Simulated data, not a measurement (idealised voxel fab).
Presented below is a process module, voxel gate over fins.
It is cross-section cut that appears here, measuring 170 nm in width, its square cells being 5 nm in size.
In what follows, cross-sections appear as grids of square cells, described through bands that run from the top down, where every band is one or more rows of cells. Quick guide to a band line: top height, bottom height (nm) up front; then every material left to right with its width in nm. Only one material and it's marked "throughout"? Then it fills the band edge to edge. And "air" just means empty space. Ref level 0: as-received wafer is one material below here. Bottom band extends down with no lower bound ("0 nm and below"). Note: "30..40" means the width goes from the first number (top row of the band) to the second number (bottom row) in equal steps per row of cells. "changes: none" for a step: no cell of the cross-section changed in that step. "Closed internal voids" means: voids of 8 cells or more that are shut off from the top with no open way through. Written width x height at distance, distance from the left edge, in nm. On a step's line, text after the settings is the simulator commenting on that step. overlay nm: mask right of planned place by this much (step with mask). Neg. = left.

This section lists the process steps that were planned:
1: RECEIVE | material Si
2: CONFORMAL_DEP | material SiN | thk nm 5
3: DIRECTIONAL_DEP | material aC | thk nm 10
4: PATTERN | tone cover | mask id FINS | material resist | width nm 15 | pitch nm 60 | thk nm 25 | overlay nm 0
5: DIRECTIONAL_ETCH | etch materials aC | depth nm 10
6: STRIP | etch materials resist
7: DIRECTIONAL_ETCH | etch materials SiN | depth nm 5
8: DIRECTIONAL_ETCH | etch materials Si | depth nm 30
9: STRIP | etch materials aC
10: OXIDIZE | depth nm 5
11: FILL_DEP | material SiO2 | thk nm 5
12: CMP | height nm 5
13: DIRECTIONAL_DEP | material aC | thk nm 15
14: PATTERN | tone open | mask id RAIL | material resist | width nm 15 | thk nm 30 | overlay nm 0
15: DIRECTIONAL_ETCH | etch materials aC | depth nm 15
16: STRIP | etch materials resist
17: DIRECTIONAL_ETCH | etch materials SiO2 | depth nm 30
18: STRIP | etch materials aC
19: CONFORMAL_DEP | material TiN | thk nm 5
20: FILL_DEP | material W | thk nm 10
21: CMP | height nm 5
22: SELECTIVE_ETCH | etch materials W Ru TiN | depth nm 25
23: FILL_DEP | material SiO2 | thk nm 5
24: CMP | height nm 5
25: SELECTIVE_ETCH | etch materials SiO2 | depth nm 20
26: STRIP | etch materials SiN
27: CONFORMAL_DEP | material HfO2 | thk nm 5
28: CONFORMAL_DEP | material TiN | thk nm 5
29: FILL_DEP | material W | thk nm 10
30: CMP | height nm 15
31: CONFORMAL_DEP | material SiCN | thk nm 10

So this is the incoming wafer in cross-section - it's already been through step 1:
- 0 nm and below: Si throughout
- Closed internal voids: none

a wafer at the end: this start, this plan, one mistake:
- 25 nm to 15 nm: SiCN throughout
- 15 nm to 5 nm: W throughout
- 5 nm to 0 nm: W: 15  TiN: 15  W: 45  TiN: 15  W: 45  TiN: 15  W: 20
- 0 nm to -10 nm: W: 15  TiN: 5  Si: 5  TiN: 5  W: 45  TiN: 5  Si: 5  TiN: 5  W: 45  TiN: 5  Si: 5  TiN: 5  W: 20
- -10 nm to -15 nm: TiN: 20  Si: 5  TiN: 55  Si: 5  TiN: 55  Si: 5  TiN: 25
- -15 nm to -20 nm: SiO2: 20  Si: 5  SiO2: 55  Si: 5  SiO2: 55  Si: 5  SiO2: 25
- -20 nm to -25 nm: SiO2: 20  Si: 5  SiO2: 20  TiN: 15  SiO2: 20  Si: 5  SiO2: 55  Si: 5  SiO2: 25
- -25 nm to -35 nm: SiO2: 20  Si: 5  SiO2: 55  Si: 5  SiO2: 55  Si: 5  SiO2: 25
- -35 nm and below: Si throughout
- Closed internal voids: none
Misprocessing identified: not run: step 27 of the plan (skipped)
